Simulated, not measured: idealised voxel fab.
process module | voxel wiring stack
Cross-section cut: width 235 nm, square cells of 5 nm.
For the purposes of this document, a cross-section shall be understood as a grid of square cells, specified as bands listed in top-to-bottom order, each band consisting of one or more rows of cells.
Band entry format. Leading values: height of top, height of bottom, nm. Remainder: materials in left-to-right order, each with its width in nm. Special words: "full width" on a single material, which then fills the band edge to edge; "air", empty space.
Basically, 0 is our baseline, since under it the wafer straight out of the box is all one material. The bottom band has no lower end and keeps on going down, so it looks like "z 0 and below".
Width spec "30..40" -> top row of cells at first value, bottom row at second value, equal per-row change in between.
Key: "nothing different" - step with no changed cell in the cross-section.
"Sealed void list": sealed empty spaces, 8 cells or more, no open way to top, listed width x height at distance, with distance from the left edge and width, height and distance in nm.
Formally, on a step line, whatever follows the settings is a remark that the simulator itself makes on the step.
The optional step-line setting "overlay nm" applies to steps with a mask and quantifies how far to the right of its planned location the mask lay, a negative value indicating leftward placement.
**Below is the list of planned process steps**
step 1: RECEIVE,material Si
step 2: CONFORMAL_DEP,material SiO2,thk nm 10
step 3: CONFORMAL_DEP,material SiCN,thk nm 5
step 4: DIRECTIONAL_DEP,material lowk,thk nm 20
step 5: DIRECTIONAL_DEP,material aC,thk nm 10
step 6: PATTERN,tone open,mask id METAL_1,material resist,width nm 20,pitch nm 40,thk nm 30,overlay nm 0
step 7: DIRECTIONAL_ETCH,etch materials aC,depth nm 10
step 8: STRIP,etch materials resist
step 9: DIRECTIONAL_ETCH,etch materials lowk,depth nm 20
step 10: DIRECTIONAL_ETCH,etch materials SiCN,depth nm 5
step 11: STRIP,etch materials aC
step 12: CONFORMAL_DEP,material TiN,thk nm 5
step 13: FILL_DEP,material Cu,thk nm 5
step 14: CMP,height nm 35
step 15: CONFORMAL_DEP,material SiCN,thk nm 5
step 16: DIRECTIONAL_DEP,material lowk,thk nm 30
step 17: MASKED_ETCH,tone open,mask id METAL_2_HOLES,width nm 15,pitch nm 40,etch materials lowk,depth nm 30,overlay nm 0
step 18: MASKED_ETCH,tone open,mask id METAL_2,width nm 20,pitch nm 40,etch materials lowk,depth nm 20,overlay nm 0
step 19: MASKED_ETCH,tone open,mask id METAL_2,width nm 20,pitch nm 40,etch materials SiCN,depth nm 5,overlay nm 0
step 20: CONFORMAL_DEP,material TiN,thk nm 5
step 21: FILL_DEP,material Ru,thk nm 10
step 22: CMP,height nm 70
step 23: CONFORMAL_DEP,material SiCN,thk nm 5
**The cross-section here shows the wafer as received, i.e. in its state after step 1**
* z 0 and below | Si full width
* Sealed void list: none
**The module was run from the start shown above using the plan shown above, but one mistake was made doing it; the resulting wafer cross-section is below**
* z 75 to 70 | SiCN full width
* z 70 to 55 | lowk: 85 / TiN: 5 / Ru: 10 / TiN: 5 / lowk: 20 / TiN: 5 / Ru: 10 / TiN: 5 / lowk: 90
* z 55 to 50 | lowk: 85 / TiN: 5 / Ru: 5 / TiN: 10 / lowk: 20 / TiN: 5 / Ru: 5 / TiN: 10 / lowk: 90
* z 50 to 40 | lowk: 85 / TiN: 5 / Ru: 5 / TiN: 5 / lowk: 25 / TiN: 5 / Ru: 5 / TiN: 5 / lowk: 95
* z 40 to 35 | SiCN: 85 / TiN: 15 / SiCN: 25 / TiN: 15 / SiCN: 95
* z 35 to 30 | TiN: 90 / Cu: 10 / TiN: 30 / Cu: 10 / TiN: 95
* z 30 to 15 | lowk: 85 / TiN: 5 / Cu: 10 / TiN: 5 / lowk: 20 / TiN: 5 / Cu: 10 / TiN: 5 / lowk: 90
* z 15 to 10 | lowk: 85 / TiN: 20 / lowk: 20 / TiN: 20 / lowk: 90
* z 10 to 0 | SiO2 full width
* z 0 and below | Si full width
* Sealed void list: none
In executing the process, a mistake was made relative to the plan: step 3 was dropped from the plan's execution and never run
